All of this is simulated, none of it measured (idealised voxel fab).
The following is a process module called voxel ribs on slabs.
We display cut, a cross-section 225 nm in width whose square cells are each 5 nm.
Cross-section layout: square cells on a grid; listed as bands, top to bottom; a band spans one or more cell rows.
Each band's line starts with the height of the band's top and of its bottom, in nm. Then come its materials from left to right, each with its width in nm. One material with "all across" fills the band from edge to edge. "empty" is empty space.
Height is counted from the level 0, under which the received wafer is composed throughout of one material. The lowest of the bands is not closed at the bottom but continues downward, in the notation "0..down".
Quick explanation for "30->40": the width changes in equal steps down the rows of cells, from the first number in the band's top row to the second number in its bottom row.
The designation "nothing altered", where it is given for a processing step, indicates that no cell of the cross-section was altered in the course of that step.
Look at "Unvented voids" for the closed voids: empty spaces with no open path to the top, sized 8 cells or up. Each is width x height at distance, distance from the left edge, all nm.
The remark found on a step's line after its settings is issued by the simulator itself and pertains to that step.
The line of a step may include "overlay nm". On a step with a mask, this value is how far to the right of its planned place the mask lay. A negative value means the mask lay to the left.

# Steps planned for the process
1) op RECEIVE | material Si
2) op DIRECTIONAL_DEP | material SiO2 | thk nm 20
3) op DIRECTIONAL_DEP | material SiN | thk nm 25
4) op PATTERN | tone cover | mask id RIB | material resist | width nm 15 | thk nm 15 | overlay nm 0
5) op DIRECTIONAL_ETCH | etch materials SiN | depth nm 15
6) op STRIP | etch materials resist
7) op MASKED_ETCH | tone cover | mask id SLAB | width nm 55 | etch materials SiN | depth nm 10 | overlay nm 0
8) op FILL_DEP | material SiO2 | thk nm 25
9) op CMP | height nm 65
10) op DIRECTIONAL_DEP | material TiN | thk nm 10
11) op MASKED_ETCH | tone cover | mask id HEATER | width nm 25 | etch materials TiN | depth nm 10 | overlay nm 0
12) op CONFORMAL_DEP | material SiN | thk nm 10
Be aware that, although all wafers share a common starting state, the width nm at step 7 differs among them, and the plan displays the first wafer's value.

# The first of several wafers in cross-section, exactly as it reached us after step 1
* 0..down: Si all across
* Unvented voids: none

# Quick look at the cross-section of the first of several wafers after step 12, which wraps up the module
* 85..75: empty 90 nm, then SiN 45 nm, then empty 90 nm
* 75..65: SiN 100 nm, then TiN 25 nm, then SiN 100 nm
* 65..45: SiO2 all across
* 45..30: SiO2 105 nm, then SiN 15 nm, then SiO2 105 nm
* 30..20: SiO2 85 nm, then SiN 55 nm, then SiO2 85 nm
* 20..0: SiO2 all across
* 0..down: Si all across
* Unvented voids: none

# Wafer cross-section (last wafer, module end)
* 85..75: empty 90 nm, then SiN 45 nm, then empty 90 nm
* 75..65: SiN 100 nm, then TiN 25 nm, then SiN 100 nm
* 65..45: SiO2 all across
* 45..30: SiO2 105 nm, then SiN 15 nm, then SiO2 105 nm
* 30..20: SiO2 75 nm, then SiN 80 nm, then SiO2 70 nm
* 20..0: SiO2 all across
* 0..down: Si all across
* Unvented voids: none

# What follows is a table in which each wafer occupies a row; for the wafer as it stands at the close of the module, the row states, material by material, how many cells have been gained (+) or lost (-) since receipt, and then gives its closed voids
width nm 55 | +129 SiN | +554 SiO2 | +10 TiN | Unvented voids: none
width nm 60 | +131 SiN | +552 SiO2 | +10 TiN | Unvented voids: none
width nm 65 | +133 SiN | +550 SiO2 | +10 TiN | Unvented voids: none
width nm 70 | +135 SiN | +548 SiO2 | +10 TiN | Unvented voids: none
width nm 75 | +137 SiN | +546 SiO2 | +10 TiN | Unvented voids: none
width nm 80 | +139 SiN | +544 SiO2 | +10 TiN | Unvented voids: none
